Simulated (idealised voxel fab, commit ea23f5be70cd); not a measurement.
Process module, titled voxel spacer lines
Displayed cross-section: cut, width of 300 nm, square cells sized 5 nm.
The cross-sections in this document take the form of a grid made of square cells. They are written out as bands, in order from top to bottom. Each band consists of one or more rows of cells.
For a band, the entry starts with two heights in nm, that of the top and then that of the bottom, and carries on with the band's materials in order from left to right, each alongside its width in nm; the word "all across" beside a single material means it fills the band edge to edge, and "air" means empty space.
Height 0 is the level under which the wafer as received is all one material. The lowest band goes on downwards, as in "0 and below".
A width such as "30 to 40" changes by the same amount from each row of cells to the next, from the band's top row to its bottom row.
Reading "no modifications" for a step: not a cell of the cross-section changed in it.
Heads up: "Enclosed empty spaces" only lists the empty pockets with no open path to the top that are 8 cells or more, and it writes them as width x height at distance, distance from the left edge, in nm.
Whatever follows a step's settings on its line is a remark the simulator itself makes about that step.
You can add "overlay nm" to a step's line. For a step with a mask, it describes how far the mask lay to the right of its planned position, and a negative number describes a lay to the left.
The planned process steps are enumerated hereunder
1: op RECEIVE | material Si
2: op CONFORMAL_DEP | material Al2O3 | thk nm 5
3: op DIRECTIONAL_DEP | material polySi | thk nm 10
4: op DIRECTIONAL_DEP | material aC | thk nm 25
5: op PATTERN | tone cover | mask id MANDREL | material resist | width nm 15 | pitch nm 60 | thk nm 30 | overlay nm -15
6: op DIRECTIONAL_ETCH | etch materials aC | depth nm 25
7: op STRIP | etch materials resist
8: op CONFORMAL_DEP | material SiN | thk nm 15
9: op DIRECTIONAL_ETCH | etch materials SiN | depth nm 15
10: op STRIP | etch materials aC
11: op DIRECTIONAL_ETCH | etch materials polySi | depth nm 10
12: op STRIP | etch materials SiN
13: op FILL_DEP | material lowk | thk nm 10
14: op CMP | height nm 15
Same starting wafers, different overlay nm at step 5. Plan value belongs to the first wafer.
First of several wafers (as received, post step 1), cross-sectional view
* 0 and below | Si all across
* Enclosed empty spaces: none
Shown in cross-section: the first of several wafers at the end of the module, after its last step, step 14
* 15 down to 5 | lowk 80 nm; polySi 15 nm; lowk 15 nm; polySi 15 nm; lowk 15 nm; polySi 15 nm; lowk 15 nm; polySi 15 nm; lowk 115 nm
* 5 down to 0 | Al2O3 all across
* 0 and below | Si all across
* Enclosed empty spaces: none
X-section, last wafer, module end
* 15 down to 5 | lowk 110 nm; polySi 15 nm; lowk 15 nm; polySi 15 nm; lowk 15 nm; polySi 15 nm; lowk 15 nm; polySi 15 nm; lowk 85 nm
* 5 down to 0 | Al2O3 all across
* 0 and below | Si all across
* Enclosed empty spaces: none
Per wafer, end of module: cells gained (+) or lost (-) per material since receipt, then closed voids
overlay nm -15 | +60 Al2O3 | +96 lowk | +24 polySi | Enclosed empty spaces: none
overlay nm -10 | +60 Al2O3 | +96 lowk | +24 polySi | Enclosed empty spaces: none
overlay nm -5 | +60 Al2O3 | +96 lowk | +24 polySi | Enclosed empty spaces: none
overlay nm 0 | +60 Al2O3 | +96 lowk | +24 polySi | Enclosed empty spaces: none
overlay nm 5 | +60 Al2O3 | +96 lowk | +24 polySi | Enclosed empty spaces: none
overlay nm 10 | +60 Al2O3 | +96 lowk | +24 polySi | Enclosed empty spaces: none
overlay nm 15 | +60 Al2O3 | +96 lowk | +24 polySi | Enclosed empty spaces: none
